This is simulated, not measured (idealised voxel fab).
process module | voxel capacitor over wiring
Cross-section cut spans 195 nm and uses square cells 5 nm in size.
Cross-section format: a grid of square cells, given as bands from top to bottom; each band is one or more rows of cells. Heads up on the band format: heights come first, top then bottom, in nm. After that it's the materials left to right, each with its width in nm. A single material flagged "throughout" fills the whole band edge to edge, and "air" means there's empty space there. Below 0: as-received wafer, all one material; heights counted from there. Lowest band: no bottom, goes on down, written "from 0 down". Width: "30->40" (first number = top row, second number = bottom row, same change from row to row of cells). When a step is marked "nothing different", none of the cells in the cross-section changed during that step. The list in "Trapped cavities" covers empty spaces of 8 cells or more that cannot reach the top through any open way, and it gives each as width x height at distance; the distance is from the left edge, and width, height and distance are in nm. That trailing text on a step's line, after the settings, is the simulator's own remark on the step. The line of a step may include "overlay nm". On a step with a mask, this value is how far to the right of its planned place the mask lay. A negative value means the mask lay to the left. Pairs follow: section before one process step, section after it down to the lowest changed band, step with settings underneath. Pairs may come from different runs of this module on the same starting wafer; continuity with the pair above only as stated in the "Pre-processing view" entry.
-- Pre-processing view
- from 55 to 40  SiO2 throughout
- from 40 to 35  SiCN throughout
- from 35 to 20  lowk: 40  TiN: 5  Ru: 20  TiN: 5  lowk: 50  TiN: 5  Ru: 20  TiN: 5  lowk: 45
- from 20 to 15  SiN: 40  TiN: 30  SiN: 50  TiN: 30  SiN: 45
- from 15 to 0  SiO2 throughout
- from 0 down  Si throughout
- Trapped cavities: none
-- Post-Step Snapshot
- from 55 to 40  SiO2: 50  air: 25  SiO2: 120
- Below a height of 40, the structure has not been altered.
- Trapped cavities: none
Which step turns the before cross-section above into the after cross-section? MASKED_ETCH | tone open | mask id PLUG_1 | width nm 25 | etch materials SiO2 | depth nm 15 | overlay nm 0
Pre-processing view: we pick up right where the pair above leaves off, with its after cross-section.
-- Post-Step Snapshot
- from 55 to 40  SiO2: 50  air: 25  SiO2: 120
- from 40 to 35  SiCN: 55  air: 15  SiCN: 125
- Below a height of 35, the structure has not been altered.
- Trapped cavities: none
Which step turns the before cross-section above into the after cross-section? MASKED_ETCH | tone open | mask id PLUG_1 | width nm 15 | etch materials SiCN | depth nm 5 | overlay nm 0
Pre-processing view: we pick up right where the pair above leaves off, with its after cross-section.
-- Post-Step Snapshot
- from 55 to 45  SiO2: 50  air: 25  SiO2: 120
- from 45 to 40  SiO2: 50  Ru: 25  SiO2: 120
- from 40 to 35  SiCN: 55  Ru: 15  SiCN: 125
- Below a height of 35, the structure has not been altered.
- Trapped cavities: none
Which step turns the before cross-section above into the after cross-section? EPI | material Ru | thk nm 10
Pre-processing view: we pick up right where the pair above leaves off, with its after cross-section.
-- Post-Step Snapshot
- from 55 to 40  SiO2: 50  Ru: 25  SiO2: 120
- Below a height of 40, the structure has not been altered.
- Trapped cavities: none
Which step turns the before cross-section above into the after cross-section? EPI | material Ru | thk nm 10
Pre-processing view: we pick up right where the pair above leaves off, with its after cross-section.
-- Post-Step Snapshot
- from 60 to 55  TiN throughout
- Below a height of 55, the structure has not been altered.
- Trapped cavities: none
Which step turns the before cross-section above into the after cross-section? DIRECTIONAL_DEP | material TiN | thk nm 5
Pre-processing view: we pick up right where the pair above leaves off, with its after cross-section.
-- Post-Step Snapshot
- from 65 to 60  HfO2 throughout
- Below a height of 60, the structure has not been altered.
- Trapped cavities: none
Which step turns the before cross-section above into the after cross-section? DIRECTIONAL_DEP | material HfO2 | thk nm 5
Pre-processing view: we pick up right where the pair above leaves off, with its after cross-section.
-- Post-Step Snapshot
- from 70 to 65  TiN throughout
- Below a height of 65, the structure has not been altered.
- Trapped cavities: none
Which step turns the before cross-section above into the after cross-section? DIRECTIONAL_DEP | material TiN | thk nm 5
Pre-processing view: we pick up right where the pair above leaves off, with its after cross-section.
-- Post-Step Snapshot
- from 70 to 65  air: 55  TiN: 55  air: 85
- Below a height of 65, the structure has not been altered.
- Trapped cavities: none
Which step turns the before cross-section above into the after cross-section? MASKED_ETCH | tone cover | mask id UPPER_PLATE | width nm 55 | etch materials TiN | depth nm 5 | overlay nm 0
Pre-processing view: we pick up right where the pair above leaves off, with its after cross-section.
-- Post-Step Snapshot
- from 70 to 65  air: 55  TiN: 55  air: 85
- from 65 to 60  air: 55  HfO2: 55  air: 85
- Below a height of 60, the structure has not been altered.
- Trapped cavities: none
Which step turns the before cross-section above into the after cross-section? MASKED_ETCH | tone cover | mask id UPPER_PLATE | width nm 55 | etch materials HfO2 | depth nm 5 | overlay nm 0
Pre-processing view: we pick up right where the pair above leaves off, with its after cross-section.
-- Post-Step Snapshot
- from 70 to 65  air: 55  TiN: 55  air: 85
- from 65 to 60  air: 55  HfO2: 55  air: 85
- from 60 to 55  air: 50  TiN: 65  air: 80
- Below a height of 55, the structure has not been altered.
- Trapped cavities: none
Which step turns the before cross-section above into the after cross-section? MASKED_ETCH | tone cover | mask id LOWER_PLATE | width nm 65 | etch materials TiN | depth nm 5 | overlay nm 0
Pre-processing view: we pick up right where the pair above leaves off, with its after cross-section.
-- Post-Step Snapshot
- from 90 to 70  SiO2 throughout
- from 70 to 65  SiO2: 55  TiN: 55  SiO2: 85
- from 65 to 60  SiO2: 55  HfO2: 55  SiO2: 85
- from 60 to 55  SiO2: 50  TiN: 65  SiO2: 80
- Below a height of 55, the structure has not been altered.
- Trapped cavities: none
Which step turns the before cross-section above into the after cross-section? FILL_DEP | material SiO2 | thk nm 20
Pre-processing view: we pick up right where the pair above leaves off, with its after cross-section.
-- Post-Step Snapshot
- from 85 to 70  SiO2 throughout
- Below a height of 70, the structure has not been altered.
- Trapped cavities: none
Which step turns the before cross-section above into the after cross-section? CMP | height nm 85
Pre-processing view: we pick up right where the pair above leaves off, with its after cross-section.
-- Post-Step Snapshot
- from 100 to 85  resist: 65  air: 15  resist: 115
- Below a height of 85, the structure has not been altered.
- Trapped cavities: none
Which step turns the before cross-section above into the after cross-section? PATTERN | tone open | mask id PLUG_2 | material resist | width nm 15 | thk nm 15 | overlay nm 0
Pre-processing view: we pick up right where the pair above leaves off, with its after cross-section.
-- Post-Step Snapshot
- from 100 to 85  resist: 65  air: 15  resist: 115
- from 85 to 70  SiO2: 65  air: 15  SiO2: 115
- Below a height of 70, the structure has not been altered.
- Trapped cavities: none
Which step turns the before cross-section above into the after cross-section? DIRECTIONAL_ETCH | etch materials SiO2 | depth nm 15
Pre-processing view: we pick up right where the pair above leaves off, with its after cross-section.
-- Post-Step Snapshot
- from 85 to 70  SiO2: 65  air: 15  SiO2: 115
- Below a height of 70, the structure has not been altered.
- Trapped cavities: none
Which step turns the before cross-section above into the after cross-section? STRIP | etch materials resist
Pre-processing view: we pick up right where the pair above leaves off, with its after cross-section.
-- Post-Step Snapshot
- from 90 to 85  TiN: 70  air: 5  TiN: 120
- from 85 to 75  SiO2: 65  TiN: 5  air: 5  TiN: 5  SiO2: 115
- from 75 to 65  SiO2: 65->55  TiN: 15->55  SiO2: 115->85
- Below a height of 65, the structure has not been altered.
- Trapped cavities: none
Which step turns the before cross-section above into the after cross-section? CONFORMAL_DEP | material TiN | thk nm 5
Pre-processing view: we pick up right where the pair above leaves off, with its after cross-section.
-- Post-Step Snapshot
- from 95 to 90  W throughout
- from 90 to 85  TiN: 70  W: 5  TiN: 120
- from 85 to 75  SiO2: 65  TiN: 5  W: 5  TiN: 5  SiO2: 115
- Below a height of 75, the structure has not been altered.
- Trapped cavities: none
Which step turns the before cross-section above into the after cross-section? FILL_DEP | material W | thk nm 5
Pre-processing view: we pick up right where the pair above leaves off, with its after cross-section.
-- Post-Step Snapshot
- from 85 to 75  SiO2: 65  TiN: 5  W: 5  TiN: 5  SiO2: 115
- Below a height of 75, the structure has not been altered.
- Trapped cavities: none
Which step turns the before cross-section above into the after cross-section? CMP | height nm 85
Pre-processing view: we pick up right where the pair above leaves off, with its after cross-section.
-- Post-Step Snapshot
- from 90 to 85  SiCN throughout
- Below a height of 85, the structure has not been altered.
- Trapped cavities: none
Which step turns the before cross-section above into the after cross-section? CONFORMAL_DEP | material SiCN | thk nm 5
-- Pre-processing view
- from 85 to 70  SiO2 throughout
- from 70 to 65  SiO2: 55  TiN: 55  SiO2: 85
- from 65 to 60  SiO2: 55  HfO2: 55  SiO2: 85
- from 60 to 55  SiO2: 50  TiN: 65  SiO2: 80
- from 55 to 40  SiO2: 55  Ru: 15  SiO2: 125
- from 40 to 35  SiCN: 55  Ru: 15  SiCN: 125
- from 35 to 20  lowk: 40  TiN: 5  Ru: 20  TiN: 5  lowk: 50  TiN: 5  Ru: 20  TiN: 5  lowk: 45
- from 20 to 15  SiN: 40  TiN: 30  SiN: 50  TiN: 30  SiN: 45
- from 15 to 0  SiO2 throughout
- from 0 down  Si throughout
- Trapped cavities: none
-- Post-Step Snapshot
- from 100 to 85  resist: 75  air: 15  resist: 105
- Below a height of 85, the structure has not been altered.
- Trapped cavities: none
Which step turns the before cross-section above into the after cross-section? PATTERN | tone open | mask id PLUG_2 | material resist | width nm 15 | thk nm 15 | overlay nm 10
Pre-processing view: we pick up right where the pair above leaves off, with its after cross-section.
-- Post-Step Snapshot
- from 100 to 85  resist: 75  air: 15  resist: 105
- from 85 to 70  SiO2: 75  air: 15  SiO2: 105
- Below a height of 70, the structure has not been altered.
- Trapped cavities: none
Which step turns the before cross-section above into the after cross-section? DIRECTIONAL_ETCH | etch materials SiO2 | depth nm 15
Pre-processing view: we pick up right where the pair above leaves off, with its after cross-section.
-- Post-Step Snapshot
- from 85 to 70  SiO2: 75  air: 15  SiO2: 105
- Below a height of 70, the structure has not been altered.
- Trapped cavities: none
Which step turns the before cross-section above into the after cross-section? STRIP | etch materials resist
Pre-processing view: we pick up right where the pair above leaves off, with its after cross-section.
-- Post-Step Snapshot
- from 90 to 85  TiN: 80  air: 5  TiN: 110
- from 85 to 75  SiO2: 75  TiN: 5  air: 5  TiN: 5  SiO2: 105
- from 75 to 65  SiO2: 75->55  TiN: 15->55  SiO2: 105->85
- Below a height of 65, the structure has not been altered.
- Trapped cavities: none
Which step turns the before cross-section above into the after cross-section? CONFORMAL_DEP | material TiN | thk nm 5
Pre-processing view: we pick up right where the pair above leaves off, with its after cross-section.
-- Post-Step Snapshot
- from 95 to 90  W throughout
- from 90 to 85  TiN: 80  W: 5  TiN: 110
- from 85 to 75  SiO2: 75  TiN: 5  W: 5  TiN: 5  SiO2: 105
- Below a height of 75, the structure has not been altered.
- Trapped cavities: none
Which step turns the before cross-section above into the after cross-section? FILL_DEP | material W | thk nm 5
Pre-processing view: we pick up right where the pair above leaves off, with its after cross-section.
-- Post-Step Snapshot
- from 85 to 75  SiO2: 75  TiN: 5  W: 5  TiN: 5  SiO2: 105
- Below a height of 75, the structure has not been altered.
- Trapped cavities: none
Which step turns the before cross-section above into the after cross-section? CMP | height nm 85
Pre-processing view: we pick up right where the pair above leaves off, with its after cross-section.
-- Post-Step Snapshot
- from 90 to 85  SiCN throughout
- Below a height of 85, the structure has not been altered.
- Trapped cavities: none
Which step turns the before cross-section above into the after cross-section? CONFORMAL_DEP | material SiCN | thk nm 5
-- Pre-processing view
- from 85 to 70  SiO2: 65  air: 15  SiO2: 115
- from 70 to 65  SiO2: 55  TiN: 55  SiO2: 85
- from 65 to 60  SiO2: 55  HfO2: 55  SiO2: 85
- from 60 to 55  SiO2: 50  TiN: 65  SiO2: 80
- from 55 to 40  SiO2: 55  Ru: 15  SiO2: 125
- from 40 to 35  SiCN: 55  Ru: 15  SiCN: 125
- from 35 to 20  lowk: 40  TiN: 5  Ru: 20  TiN: 5  lowk: 50  TiN: 5  Ru: 20  TiN: 5  lowk: 45
- from 20 to 15  SiN: 40  TiN: 30  SiN: 50  TiN: 30  SiN: 45
- from 15 to 0  SiO2 throughout
- from 0 down  Si throughout
- Trapped cavities: none
-- Post-Step Snapshot
- from 90 to 75  SiO2: 70  air: 5  SiO2: 120
- from 75 to 70  SiO2 throughout
- Below a height of 70, the structure has not been altered.
- Trapped cavities: none
Which step turns the before cross-section above into the after cross-section? CONFORMAL_DEP | material SiO2 | thk nm 5
Pre-processing view: we pick up right where the pair above leaves off, with its after cross-section.
-- Post-Step Snapshot
- from 95 to 90  W throughout
- from 90 to 75  SiO2: 70  W: 5  SiO2: 120
- Below a height of 75, the structure has not been altered.
- Trapped cavities: none
Which step turns the before cross-section above into the after cross-section? FILL_DEP | material W | thk nm 5
Pre-processing view: we pick up right where the pair above leaves off, with its after cross-section.
-- Post-Step Snapshot
- from 85 to 75  SiO2: 70  W: 5  SiO2: 120
- Below a height of 75, the structure has not been altered.
- Trapped cavities: none
Which step turns the before cross-section above into the after cross-section? CMP | height nm 85
Pre-processing view: we pick up right where the pair above leaves off, with its after cross-section.
-- Post-Step Snapshot
- from 90 to 85  SiCN throughout
- Below a height of 85, the structure has not been altered.
- Trapped cavities: none
Which step turns the before cross-section above into the after cross-section? CONFORMAL_DEP | material SiCN | thk nm 5
-- Pre-processing view
- from 70 to 65  air: 55  TiN: 55  air: 85
- from 65 to 60  air: 55  HfO2: 55  air: 85
- from 60 to 55  TiN throughout
- from 55 to 40  SiO2: 55  Ru: 15  SiO2: 125
- from 40 to 35  SiCN: 55  Ru: 15  SiCN: 125
- from 35 to 20  lowk: 40  TiN: 5  Ru: 20  TiN: 5  lowk: 50  TiN: 5  Ru: 20  TiN: 5  lowk: 45
- from 20 to 15  SiN: 40  TiN: 30  SiN: 50  TiN: 30  SiN: 45
- from 15 to 0  SiO2 throughout
- from 0 down  Si throughout
- Trapped cavities: none
-- Post-Step Snapshot
- from 65 to 60  air: 55  HfO2: 55  air: 85
- from 60 to 55  TiN: 50  air: 5  TiN: 55  air: 5  TiN: 80
- Below a height of 55, the structure has not been altered.
- Trapped cavities: none
Which step turns the before cross-section above into the after cross-section? MASKED_ETCH | tone open | mask id LOWER_PLATE | width nm 65 | etch materials TiN | depth nm 5 | overlay nm 0
Pre-processing view: we pick up right where the pair above leaves off, with its after cross-section.
-- Post-Step Snapshot
- from 85 to 65  SiO2 throughout
- from 65 to 60  SiO2: 55  HfO2: 55  SiO2: 85
- from 60 to 55  TiN: 50  SiO2: 5  TiN: 55  SiO2: 5  TiN: 80
- Below a height of 55, the structure has not been altered.
- Trapped cavities: none
Which step turns the before cross-section above into the after cross-section? FILL_DEP | material SiO2 | thk nm 20
Pre-processing view: we pick up right where the pair above leaves off, with its after cross-section.
-- Post-Step Snapshot
- from 100 to 85  resist: 65  air: 15  resist: 115
- Below a height of 85, the structure has not been altered.
- Trapped cavities: none
Which step turns the before cross-section above into the after cross-section? PATTERN | tone open | mask id PLUG_2 | material resist | width nm 15 | thk nm 15 | overlay nm 0
Pre-processing view: we pick up right where the pair above leaves off, with its after cross-section.
-- Post-Step Snapshot
- from 100 to 85  resist: 65  air: 15  resist: 115
- from 85 to 70  SiO2: 65  air: 15  SiO2: 115
- Below a height of 70, the structure has not been altered.
- Trapped cavities: none
Which step turns the before cross-section above into the after cross-section? DIRECTIONAL_ETCH | etch materials SiO2 | depth nm 15
Pre-processing view: we pick up right where the pair above leaves off, with its after cross-section.
-- Post-Step Snapshot
- from 85 to 70  SiO2: 65  air: 15  SiO2: 115
- Below a height of 70, the structure has not been altered.
- Trapped cavities: none
Which step turns the before cross-section above into the after cross-section? STRIP | etch materials resist
Pre-processing view: we pick up right where the pair above leaves off, with its after cross-section.
-- Post-Step Snapshot
- from 90 to 85  TiN: 70  air: 5  TiN: 120
- from 85 to 75  SiO2: 65  TiN: 5  air: 5  TiN: 5  SiO2: 115
- from 75 to 70  SiO2: 65  TiN: 15  SiO2: 115
- Below a height of 70, the structure has not been altered.
- Trapped cavities: none
Which step turns the before cross-section above into the after cross-section? CONFORMAL_DEP | material TiN | thk nm 5
Pre-processing view: we pick up right where the pair above leaves off, with its after cross-section.
-- Post-Step Snapshot
- from 95 to 90  W throughout
- from 90 to 85  TiN: 70  W: 5  TiN: 120
- from 85 to 75  SiO2: 65  TiN: 5  W: 5  TiN: 5  SiO2: 115
- Below a height of 75, the structure has not been altered.
- Trapped cavities: none
Which step turns the before cross-section above into the after cross-section? FILL_DEP | material W | thk nm 5
Pre-processing view: we pick up right where the pair above leaves off, with its after cross-section.
-- Post-Step Snapshot
- from 85 to 75  SiO2: 65  TiN: 5  W: 5  TiN: 5  SiO2: 115
- Below a height of 75, the structure has not been altered.
- Trapped cavities: none
Which step turns the before cross-section above into the after cross-section? CMP | height nm 85
Pre-processing view: we pick up right where the pair above leaves off, with its after cross-section.
-- Post-Step Snapshot
- from 90 to 85  SiCN throughout
- Below a height of 85, the structure has not been altered.
- Trapped cavities: none
Which step turns the before cross-section above into the after cross-section? CONFORMAL_DEP | material SiCN | thk nm 5
